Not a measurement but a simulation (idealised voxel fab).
process module | voxel local oxidation
cross-section cut | 295 nm wide | cells 5 nm
A cross-section is a grid of square cells, given in bands from the top down. A band is one or more rows of cells.
Each band's line starts with the height of the band's top and of its bottom, in nm. Then come its materials from left to right, each with its width in nm. One material with "throughout" fills the band from edge to edge. "air" is empty space.
Height 0 is the level under which the wafer as received is all one material. The lowest band goes on downwards, as in "0 down".
A width such as "30 to 40" changes by the same amount from each row of cells to the next, from the band's top row to its bottom row.
"no change" after a step means that no cell of the cross-section changed.
closed voids: empty space of 8 cells or more with no open way to the top, each as width x height at its distance from the left edge, in nm
after a step's settings: what the simulator itself notes on the step
overlay nm, on a step with a mask: how far to the right of its planned place the mask lay; to the left if negative
plan
1 op RECEIVE | material Si
2 op CONFORMAL_DEP | material SiO2 | thk nm 5
3 op CONFORMAL_DEP | material SiN | thk nm 15
4 op PATTERN | tone cover | mask id ACTIVE | material resist | width nm 125 | thk nm 15 | overlay nm 0
5 op DIRECTIONAL_ETCH | etch materials SiN | depth nm 15
6 op STRIP | etch materials resist
7 op SELECTIVE_ETCH | etch materials SiO2 | depth nm 5
8 op OXIDIZE | depth nm 15
9 op STRIP | etch materials SiN
first wafer, as planned
as received, after step 1
  0 down: Si throughout
  closed voids: none
after step 2
  5 to 0: SiO2 throughout
  below 0: unchanged
after step 3
  20 to 5: SiN throughout
  below 5: unchanged
after step 4
  35 to 20: air 85 | resist 125 | air 85
  below 20: unchanged
after step 5
  35 to 20: air 85 | resist 125 | air 85
  20 to 5: air 85 | SiN 125 | air 85
  below 5: unchanged
after step 6
  20 to 5: air 85 | SiN 125 | air 85
  below 5: unchanged
after step 7
  20 to 5: air 85 | SiN 125 | air 85
  5 to 0: air 90 | SiO2 115 | air 90
  below 0: unchanged
after step 8
  20 to 5: air 85 | SiN 125 | air 85
  5 to 0: air 90 | SiO2 115 | air 90
  0 to -15: SiO2 105 | Si 85 | SiO2 105
  below -15: unchanged
after step 9
  5 to 0: air 90 | SiO2 115 | air 90
  below 0: unchanged
second wafer: like start, like plan, one mistake. Through step 7 it matches the first wafer
when step 8 should have ended
  20 to 5: air 85 | SiN 125 | air 85
  5 to 0: air 90 | SiO2 115 | air 90
  0 to -25: SiO2 115 | Si 65 | SiO2 115
  below -25: unchanged
when step 9 should have ended
  5 to 0: air 90 | SiO2 115 | air 90
  below 0: unchanged
what went wrong: step 8 ran as: op OXIDIZE | depth nm 25
at the end the second wafer has, in cells: 104 fewer of Si | 104 more of SiO2
